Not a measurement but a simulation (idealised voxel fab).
process module | voxel capacitor over wiring
cross-section cut | 245 nm wide | cells 5 nm
A cross-section is a grid of square cells, given in bands from the top down. A band is one or more rows of cells.
Each band's line starts with the height of the band's top and of its bottom, in nm. Then come its materials from left to right, each with its width in nm. One material with "throughout" fills the band from edge to edge. "air" is empty space.
Height 0 is the level under which the wafer as received is all one material. The lowest band goes on downwards, as in "0 down".
A width such as "30 to 40" changes by the same amount from each row of cells to the next, from the band's top row to its bottom row.
"no change" after a step means that no cell of the cross-section changed.
closed voids: empty space of 8 cells or more with no open way to the top, each as width x height at its distance from the left edge, in nm
after a step's settings: what the simulator itself notes on the step
overlay nm, on a step with a mask: how far to the right of its planned place the mask lay; to the left if negative
plan
1 op RECEIVE | material Si
2 op CONFORMAL_DEP | material SiO2 | thk nm 10
3 op CONFORMAL_DEP | material SiN | thk nm 5
4 op DIRECTIONAL_DEP | material SiO2 | thk nm 15
5 op DIRECTIONAL_DEP | material aC | thk nm 15
6 op PATTERN | tone open | mask id METAL_1 | material resist | width nm 25 | pitch nm 75 | thk nm 30 | overlay nm 0
7 op DIRECTIONAL_ETCH | etch materials aC | depth nm 15
8 op STRIP | etch materials resist
9 op DIRECTIONAL_ETCH | etch materials SiO2 | depth nm 15
10 op DIRECTIONAL_ETCH | etch materials SiN | depth nm 5
11 op STRIP | etch materials aC
12 op CONFORMAL_DEP | material TiN | thk nm 5
13 op FILL_DEP | material Cu | thk nm 5
14 op CMP | height nm 30
15 op CONFORMAL_DEP | material SiCN | thk nm 5
16 op DIRECTIONAL_DEP | material lowk | thk nm 15
17 op PATTERN | tone open | mask id PLUG_1 | material resist | width nm 15 | thk nm 20 | overlay nm 0
18 op DIRECTIONAL_ETCH | etch materials lowk | depth nm 15
19 op DIRECTIONAL_ETCH | etch materials SiCN | depth nm 5
20 op STRIP | etch materials resist
21 op CONFORMAL_DEP | material TiN | thk nm 5
22 op FILL_DEP | material Ru | thk nm 10
23 op CMP | height nm 50
24 op DIRECTIONAL_DEP | material TiN | thk nm 10
25 op DIRECTIONAL_DEP | material HfO2 | thk nm 5
26 op DIRECTIONAL_DEP | material TiN | thk nm 10
27 op MASKED_ETCH | tone cover | mask id UPPER_PLATE | width nm 55 | etch materials TiN | depth nm 10 | overlay nm 0
28 op MASKED_ETCH | tone cover | mask id UPPER_PLATE | width nm 55 | etch materials HfO2 | depth nm 5 | overlay nm 0
29 op PATTERN | tone cover | mask id LOWER_PLATE | material resist | width nm 65 | thk nm 20 | overlay nm 0
30 op DIRECTIONAL_ETCH | etch materials TiN | depth nm 10
31 op STRIP | etch materials resist
32 op FILL_DEP | material SiO2 | thk nm 15
33 op CMP | height nm 85
34 op DIRECTIONAL_DEP | material aC | thk nm 10
35 op PATTERN | tone open | mask id PLUG_2 | material resist | width nm 15 | thk nm 30 | overlay nm 0
36 op DIRECTIONAL_ETCH | etch materials aC | depth nm 10
37 op STRIP | etch materials resist
38 op DIRECTIONAL_ETCH | etch materials SiO2 | depth nm 10
39 op STRIP | etch materials aC
40 op CONFORMAL_DEP | material TiN | thk nm 5
41 op FILL_DEP | material Ru | thk nm 10
42 op CMP | height nm 85
43 op CONFORMAL_DEP | material SiN | thk nm 5
as received, after step 1
  0 down: Si throughout
  closed voids: none
a wafer at the end: this start, this plan, one mistake
  90 to 85: SiN throughout
  85 to 80: SiO2 90 | TiN 15 | SiO2 140
  80 to 70: SiO2 80 | TiN 55 | SiO2 110
  70 to 65: SiO2 80 | HfO2 55 | SiO2 110
  65 to 55: SiO2 75 | TiN 65 | SiO2 105
  55 to 50: TiN throughout
  50 to 35: lowk 80 | TiN 5 | Ru 5 | TiN 5 | lowk 150
  35 to 30: SiCN 80 | TiN 15 | SiCN 150
  30 to 15: SiO2 70 | TiN 5 | Cu 15 | TiN 5 | SiO2 50 | TiN 5 | Cu 15 | TiN 5 | SiO2 75
  15 to 10: SiN 70 | TiN 25 | SiN 50 | TiN 25 | SiN 75
  10 to 0: SiO2 throughout
  0 down: Si throughout
  closed voids: none
what went wrong: step 24 ran as: op DIRECTIONAL_DEP | material TiN | thk nm 15
